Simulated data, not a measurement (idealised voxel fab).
The following is a process module called voxel capacitor over wiring.
In the cross-section labelled cut, the width is 205 nm and each square cell is 5 nm.
Cross-section format: a grid of square cells, given as bands from top to bottom; each band is one or more rows of cells.
Quick guide to a band line: top height, bottom height (nm) up front; then every material left to right with its width in nm. Only one material and it's marked "everywhere"? Then it fills the band edge to edge. And "air" just means empty space.
Heights are expressed relative to 0, this being the level below which the as-received wafer comprises one material exclusively. The lowest band is unbounded in the downward direction and is denoted as in "top 0, no bottom".
Width spec "30->40" -> top row of cells at first value, bottom row at second value, equal per-row change in between.
"no alteration" for a step: no cell of the cross-section changed in that step.
The entry "Enclosed void catalog" lists the empty spaces that cover at least 8 cells and have no open path to the top. Each is written as width x height at distance, where the distance is measured from the left edge and all three values are in nm.
Where a step's line continues beyond its settings, the continuation is a remark by the simulator itself on that step.
overlay nm: right-of-plan distance of the mask on a masked step; negative values mean left-of-plan.
Intended process steps:
1. RECEIVE, material Si
2. CONFORMAL_DEP, material SiO2, thk nm 10
3. CONFORMAL_DEP, material SiCN, thk nm 5
4. DIRECTIONAL_DEP, material SiO2, thk nm 25
5. PATTERN, tone open, mask id METAL_1, material resist, width nm 20, pitch nm 85, thk nm 15, overlay nm 0
6. DIRECTIONAL_ETCH, etch materials SiO2, depth nm 25
7. DIRECTIONAL_ETCH, etch materials SiCN, depth nm 5
8. STRIP, etch materials resist
9. CONFORMAL_DEP, material TiN, thk nm 5
10. FILL_DEP, material Cu, thk nm 10
11. CMP, height nm 40
12. CONFORMAL_DEP, material SiCN, thk nm 5
13. DIRECTIONAL_DEP, material SiO2, thk nm 20
14. DIRECTIONAL_DEP, material aC, thk nm 15
15. PATTERN, tone open, mask id PLUG_1, material resist, width nm 15, thk nm 30, overlay nm 0
16. DIRECTIONAL_ETCH, etch materials aC, depth nm 15
17. STRIP, etch materials resist
18. DIRECTIONAL_ETCH, etch materials SiO2, depth nm 20
19. DIRECTIONAL_ETCH, etch materials SiCN, depth nm 5
20. STRIP, etch materials aC
21. EPI, material Ru, thk nm 10
22. EPI, material Ru, thk nm 10
23. EPI, material Ru, thk nm 5
24. DIRECTIONAL_DEP, material TiN, thk nm 5
25. DIRECTIONAL_DEP, material Al2O3, thk nm 5
26. DIRECTIONAL_DEP, material TiN, thk nm 5
27. MASKED_ETCH, tone cover, mask id UPPER_PLATE, width nm 70, etch materials TiN, depth nm 5, overlay nm 0
28. MASKED_ETCH, tone cover, mask id UPPER_PLATE, width nm 70, etch materials Al2O3, depth nm 5, overlay nm 0
29. MASKED_ETCH, tone cover, mask id LOWER_PLATE, width nm 80, etch materials TiN, depth nm 5, overlay nm 0
30. FILL_DEP, material SiO2, thk nm 15
31. CMP, height nm 90
32. DIRECTIONAL_DEP, material aC, thk nm 15
33. PATTERN, tone open, mask id PLUG_2, material resist, width nm 15, thk nm 35, overlay nm 0
34. DIRECTIONAL_ETCH, etch materials aC, depth nm 15
35. STRIP, etch materials resist
36. DIRECTIONAL_ETCH, etch materials SiO2, depth nm 10
37. STRIP, etch materials aC
38. CONFORMAL_DEP, material TiN, thk nm 5
39. FILL_DEP, material Cu, thk nm 5
40. CMP, height nm 90
41. CONFORMAL_DEP, material SiCN, thk nm 5
First of two wafers - as planned:
Shown in cross-section is the wafer as received, that is, as it stands after step 1:
> top 0, no bottom  Si everywhere
> Enclosed void catalog: none
How the wafer stands in section after step 2:
> top 10, bottom 0  SiO2 everywhere
> Below 0 it's all the same as before, nothing changed down there.
How the wafer stands in section after step 3:
> top 15, bottom 10  SiCN everywhere
> Below 10 it's all the same as before, nothing changed down there.
How the wafer stands in section after step 4:
> top 40, bottom 15  SiO2 everywhere
> Below 15 it's all the same as before, nothing changed down there.
How the wafer stands in section after step 5:
> top 55, bottom 40  50 resist; 20 air; 65 resist; 20 air; 50 resist
> Below 40 it's all the same as before, nothing changed down there.
How the wafer stands in section after step 6:
> top 55, bottom 40  50 resist; 20 air; 65 resist; 20 air; 50 resist
> top 40, bottom 15  50 SiO2; 20 air; 65 SiO2; 20 air; 50 SiO2
> Below 15 it's all the same as before, nothing changed down there.
How the wafer stands in section after step 7:
> top 55, bottom 40  50 resist; 20 air; 65 resist; 20 air; 50 resist
> top 40, bottom 15  50 SiO2; 20 air; 65 SiO2; 20 air; 50 SiO2
> top 15, bottom 10  50 SiCN; 20 air; 65 SiCN; 20 air; 50 SiCN
> Below 10 it's all the same as before, nothing changed down there.
How the wafer stands in section after step 8:
> top 40, bottom 15  50 SiO2; 20 air; 65 SiO2; 20 air; 50 SiO2
> Below 15 it's all the same as before, nothing changed down there.
How the wafer stands in section after step 9:
> top 45, bottom 40  55 TiN; 10 air; 75 TiN; 10 air; 55 TiN
> top 40, bottom 15  50 SiO2; 5 TiN; 10 air; 5 TiN; 65 SiO2; 5 TiN; 10 air; 5 TiN; 50 SiO2
> top 15, bottom 10  50 SiCN; 20 TiN; 65 SiCN; 20 TiN; 50 SiCN
> Below 10 it's all the same as before, nothing changed down there.
How the wafer stands in section after step 10:
> top 55, bottom 45  Cu everywhere
> top 45, bottom 40  55 TiN; 10 Cu; 75 TiN; 10 Cu; 55 TiN
> top 40, bottom 15  50 SiO2; 5 TiN; 10 Cu; 5 TiN; 65 SiO2; 5 TiN; 10 Cu; 5 TiN; 50 SiO2
> Below 15 it's all the same as before, nothing changed down there.
How the wafer stands in section after step 11:
> top 40, bottom 15  50 SiO2; 5 TiN; 10 Cu; 5 TiN; 65 SiO2; 5 TiN; 10 Cu; 5 TiN; 50 SiO2
> Below 15 it's all the same as before, nothing changed down there.
How the wafer stands in section after step 12:
> top 45, bottom 40  SiCN everywhere
> Below 40 it's all the same as before, nothing changed down there.
How the wafer stands in section after step 13:
> top 65, bottom 45  SiO2 everywhere
> Below 45 it's all the same as before, nothing changed down there.
How the wafer stands in section after step 14:
> top 80, bottom 65  aC everywhere
> Below 65 it's all the same as before, nothing changed down there.
How the wafer stands in section after step 15:
> top 110, bottom 80  55 resist; 15 air; 135 resist
> Below 80 it's all the same as before, nothing changed down there.
How the wafer stands in section after step 16:
> top 95, bottom 80  55 resist; 15 air; 135 resist
> top 80, bottom 65  55 aC; 15 air; 135 aC
> Below 65 it's all the same as before, nothing changed down there.
How the wafer stands in section after step 17:
> top 80, bottom 65  55 aC; 15 air; 135 aC
> Below 65 it's all the same as before, nothing changed down there.
How the wafer stands in section after step 18:
> top 80, bottom 65  55 aC; 15 air; 135 aC
> top 65, bottom 45  55 SiO2; 15 air; 135 SiO2
> Below 45 it's all the same as before, nothing changed down there.
How the wafer stands in section after step 19:
> top 80, bottom 65  55 aC; 15 air; 135 aC
> top 65, bottom 45  55 SiO2; 15 air; 135 SiO2
> top 45, bottom 40  55 SiCN; 15 air; 135 SiCN
> Below 40 it's all the same as before, nothing changed down there.
How the wafer stands in section after step 20:
> top 65, bottom 45  55 SiO2; 15 air; 135 SiO2
> Below 45 it's all the same as before, nothing changed down there.
How the wafer stands in section after step 21:
> top 65, bottom 50  55 SiO2; 15 air; 135 SiO2
> top 50, bottom 45  55 SiO2; 15 Ru; 135 SiO2
> top 45, bottom 40  55 SiCN; 15 Ru; 135 SiCN
> Below 40 it's all the same as before, nothing changed down there.
How the wafer stands in section after step 22:
> top 65, bottom 60  55 SiO2; 15 air; 135 SiO2
> top 60, bottom 45  55 SiO2; 15 Ru; 135 SiO2
> Below 45 it's all the same as before, nothing changed down there.
How the wafer stands in section after step 23:
> top 65, bottom 45  55 SiO2; 15 Ru; 135 SiO2
> Below 45 it's all the same as before, nothing changed down there.
How the wafer stands in section after step 24:
> top 70, bottom 65  TiN everywhere
> Below 65 it's all the same as before, nothing changed down there.
How the wafer stands in section after step 25:
> top 75, bottom 70  Al2O3 everywhere
> Below 70 it's all the same as before, nothing changed down there.
How the wafer stands in section after step 26:
> top 80, bottom 75  TiN everywhere
> Below 75 it's all the same as before, nothing changed down there.
How the wafer stands in section after step 27:
> top 80, bottom 75  55 air; 70 TiN; 80 air
> Below 75 it's all the same as before, nothing changed down there.
How the wafer stands in section after step 28:
> top 80, bottom 75  55 air; 70 TiN; 80 air
> top 75, bottom 70  55 air; 70 Al2O3; 80 air
> Below 70 it's all the same as before, nothing changed down there.
How the wafer stands in section after step 29:
> top 80, bottom 75  55 air; 70 TiN; 80 air
> top 75, bottom 70  55 air; 70 Al2O3; 80 air
> top 70, bottom 65  50 air; 80 TiN; 75 air
> Below 65 it's all the same as before, nothing changed down there.
How the wafer stands in section after step 30:
> top 95, bottom 80  SiO2 everywhere
> top 80, bottom 75  55 SiO2; 70 TiN; 80 SiO2
> top 75, bottom 70  55 SiO2; 70 Al2O3; 80 SiO2
> top 70, bottom 65  50 SiO2; 80 TiN; 75 SiO2
> Below 65 it's all the same as before, nothing changed down there.
How the wafer stands in section after step 31:
> top 90, bottom 80  SiO2 everywhere
> Below 80 it's all the same as before, nothing changed down there.
How the wafer stands in section after step 32:
> top 105, bottom 90  aC everywhere
> Below 90 it's all the same as before, nothing changed down there.
How the wafer stands in section after step 33:
> top 140, bottom 105  65 resist; 15 air; 125 resist
> Below 105 it's all the same as before, nothing changed down there.
How the wafer stands in section after step 34:
> top 125, bottom 105  65 resist; 15 air; 125 resist
> top 105, bottom 90  65 aC; 15 air; 125 aC
> Below 90 it's all the same as before, nothing changed down there.
How the wafer stands in section after step 35:
> top 105, bottom 90  65 aC; 15 air; 125 aC
> Below 90 it's all the same as before, nothing changed down there.
How the wafer stands in section after step 36:
> top 105, bottom 90  65 aC; 15 air; 125 aC
> top 90, bottom 80  65 SiO2; 15 air; 125 SiO2
> Below 80 it's all the same as before, nothing changed down there.
How the wafer stands in section after step 37:
> top 90, bottom 80  65 SiO2; 15 air; 125 SiO2
> Below 80 it's all the same as before, nothing changed down there.
How the wafer stands in section after step 38:
> top 95, bottom 90  70 TiN; 5 air; 130 TiN
> top 90, bottom 85  65 SiO2; 5 TiN; 5 air; 5 TiN; 125 SiO2
> top 85, bottom 75  65->55 SiO2; 15->70 TiN; 125->80 SiO2
> Below 75 it's all the same as before, nothing changed down there.
How the wafer stands in section after step 39:
> top 100, bottom 95  Cu everywhere
> top 95, bottom 90  70 TiN; 5 Cu; 130 TiN
> top 90, bottom 85  65 SiO2; 5 TiN; 5 Cu; 5 TiN; 125 SiO2
> Below 85 it's all the same as before, nothing changed down there.
How the wafer stands in section after step 40:
> top 90, bottom 85  65 SiO2; 5 TiN; 5 Cu; 5 TiN; 125 SiO2
> Below 85 it's all the same as before, nothing changed down there.
How the wafer stands in section after step 41:
> top 95, bottom 90  SiCN everywhere
> Below 90 it's all the same as before, nothing changed down there.
Second wafer: like start, like plan, one mistake. Through step 10 it matches the first wafer:
At the planned end of step 11, the second wafer in cross-section:
> top 35, bottom 15  50 SiO2; 5 TiN; 10 Cu; 5 TiN; 65 SiO2; 5 TiN; 10 Cu; 5 TiN; 50 SiO2
> Below 15 it's all the same as before, nothing changed down there.
At the planned end of step 12, the second wafer in cross-section:
> top 40, bottom 35  SiCN everywhere
> Below 35 it's all the same as before, nothing changed down there.
At the planned end of step 13, the second wafer in cross-section:
> top 60, bottom 40  SiO2 everywhere
> Below 40 it's all the same as before, nothing changed down there.
At the planned end of step 14, the second wafer in cross-section:
> top 75, bottom 60  aC everywhere
> Below 60 it's all the same as before, nothing changed down there.
At the planned end of step 15, the second wafer in cross-section:
> top 105, bottom 75  55 resist; 15 air; 135 resist
> Below 75 it's all the same as before, nothing changed down there.
At the planned end of step 16, the second wafer in cross-section:
> top 90, bottom 75  55 resist; 15 air; 135 resist
> top 75, bottom 60  55 aC; 15 air; 135 aC
> Below 60 it's all the same as before, nothing changed down there.
At the planned end of step 17, the second wafer in cross-section:
> top 75, bottom 60  55 aC; 15 air; 135 aC
> Below 60 it's all the same as before, nothing changed down there.
At the planned end of step 18, the second wafer in cross-section:
> top 75, bottom 60  55 aC; 15 air; 135 aC
> top 60, bottom 40  55 SiO2; 15 air; 135 SiO2
> Below 40 it's all the same as before, nothing changed down there.
At the planned end of step 19, the second wafer in cross-section:
> top 75, bottom 60  55 aC; 15 air; 135 aC
> top 60, bottom 40  55 SiO2; 15 air; 135 SiO2
> top 40, bottom 35  55 SiCN; 15 air; 135 SiCN
> Below 35 it's all the same as before, nothing changed down there.
At the planned end of step 20, the second wafer in cross-section:
> top 60, bottom 40  55 SiO2; 15 air; 135 SiO2
> Below 40 it's all the same as before, nothing changed down there.
At the planned end of step 21, the second wafer in cross-section:
> top 60, bottom 45  55 SiO2; 15 air; 135 SiO2
> top 45, bottom 40  55 SiO2; 15 Ru; 135 SiO2
> top 40, bottom 35  55 SiCN; 15 Ru; 135 SiCN
> Below 35 it's all the same as before, nothing changed down there.
At the planned end of step 22, the second wafer in cross-section:
> top 60, bottom 55  55 SiO2; 15 air; 135 SiO2
> top 55, bottom 40  55 SiO2; 15 Ru; 135 SiO2
> Below 40 it's all the same as before, nothing changed down there.
At the planned end of step 23, the second wafer in cross-section:
> top 60, bottom 40  55 SiO2; 15 Ru; 135 SiO2
> Below 40 it's all the same as before, nothing changed down there.
At the planned end of step 24, the second wafer in cross-section:
> top 65, bottom 60  TiN everywhere
> Below 60 it's all the same as before, nothing changed down there.
At the planned end of step 25, the second wafer in cross-section:
> top 70, bottom 65  Al2O3 everywhere
> Below 65 it's all the same as before, nothing changed down there.
At the planned end of step 26, the second wafer in cross-section:
> top 75, bottom 70  TiN everywhere
> Below 70 it's all the same as before, nothing changed down there.
At the planned end of step 27, the second wafer in cross-section:
> top 75, bottom 70  55 air; 70 TiN; 80 air
> Below 70 it's all the same as before, nothing changed down there.
At the planned end of step 28, the second wafer in cross-section:
> top 75, bottom 70  55 air; 70 TiN; 80 air
> top 70, bottom 65  55 air; 70 Al2O3; 80 air
> Below 65 it's all the same as before, nothing changed down there.
At the planned end of step 29, the second wafer in cross-section:
> top 75, bottom 70  55 air; 70 TiN; 80 air
> top 70, bottom 65  55 air; 70 Al2O3; 80 air
> top 65, bottom 60  50 air; 80 TiN; 75 air
> Below 60 it's all the same as before, nothing changed down there.
At the planned end of step 30, the second wafer in cross-section:
> top 90, bottom 75  SiO2 everywhere
> top 75, bottom 70  55 SiO2; 70 TiN; 80 SiO2
> top 70, bottom 65  55 SiO2; 70 Al2O3; 80 SiO2
> top 65, bottom 60  50 SiO2; 80 TiN; 75 SiO2
> Below 60 it's all the same as before, nothing changed down there.
At the planned end of step 31, the second wafer in cross-section: no alteration
At the planned end of step 32, the second wafer in cross-section:
> top 105, bottom 90  aC everywhere
> Below 90 it's all the same as before, nothing changed down there.
At the planned end of step 33, the second wafer in cross-section:
> top 140, bottom 105  65 resist; 15 air; 125 resist
> Below 105 it's all the same as before, nothing changed down there.
At the planned end of step 34, the second wafer in cross-section:
> top 125, bottom 105  65 resist; 15 air; 125 resist
> top 105, bottom 90  65 aC; 15 air; 125 aC
> Below 90 it's all the same as before, nothing changed down there.
At the planned end of step 35, the second wafer in cross-section:
> top 105, bottom 90  65 aC; 15 air; 125 aC
> Below 90 it's all the same as before, nothing changed down there.
At the planned end of step 36, the second wafer in cross-section:
> top 105, bottom 90  65 aC; 15 air; 125 aC
> top 90, bottom 80  65 SiO2; 15 air; 125 SiO2
> Below 80 it's all the same as before, nothing changed down there.
At the planned end of step 37, the second wafer in cross-section:
> top 90, bottom 80  65 SiO2; 15 air; 125 SiO2
> Below 80 it's all the same as before, nothing changed down there.
At the planned end of step 38, the second wafer in cross-section:
> top 95, bottom 90  70 TiN; 5 air; 130 TiN
> top 90, bottom 85  65 SiO2; 5 TiN; 5 air; 5 TiN; 125 SiO2
> top 85, bottom 80  65 SiO2; 15 TiN; 125 SiO2
> Below 80 it's all the same as before, nothing changed down there.
At the planned end of step 39, the second wafer in cross-section:
> top 100, bottom 95  Cu everywhere
> top 95, bottom 90  70 TiN; 5 Cu; 130 TiN
> top 90, bottom 85  65 SiO2; 5 TiN; 5 Cu; 5 TiN; 125 SiO2
> Below 85 it's all the same as before, nothing changed down there.
At the planned end of step 40, the second wafer in cross-section:
> top 90, bottom 85  65 SiO2; 5 TiN; 5 Cu; 5 TiN; 125 SiO2
> Below 85 it's all the same as before, nothing changed down there.
At the planned end of step 41, the second wafer in cross-section:
> top 95, bottom 90  SiCN everywhere
> Below 90 it's all the same as before, nothing changed down there.
What went wrong in running the wafer? off-plan run, step 11, actual operation and settings CMP, height nm 35
Once processing is complete, comparing cell counts shows that the second wafer has more or fewer of certain materials than the first: Cu: 4 fewer | SiO2: 8 more | TiN: 4 fewer
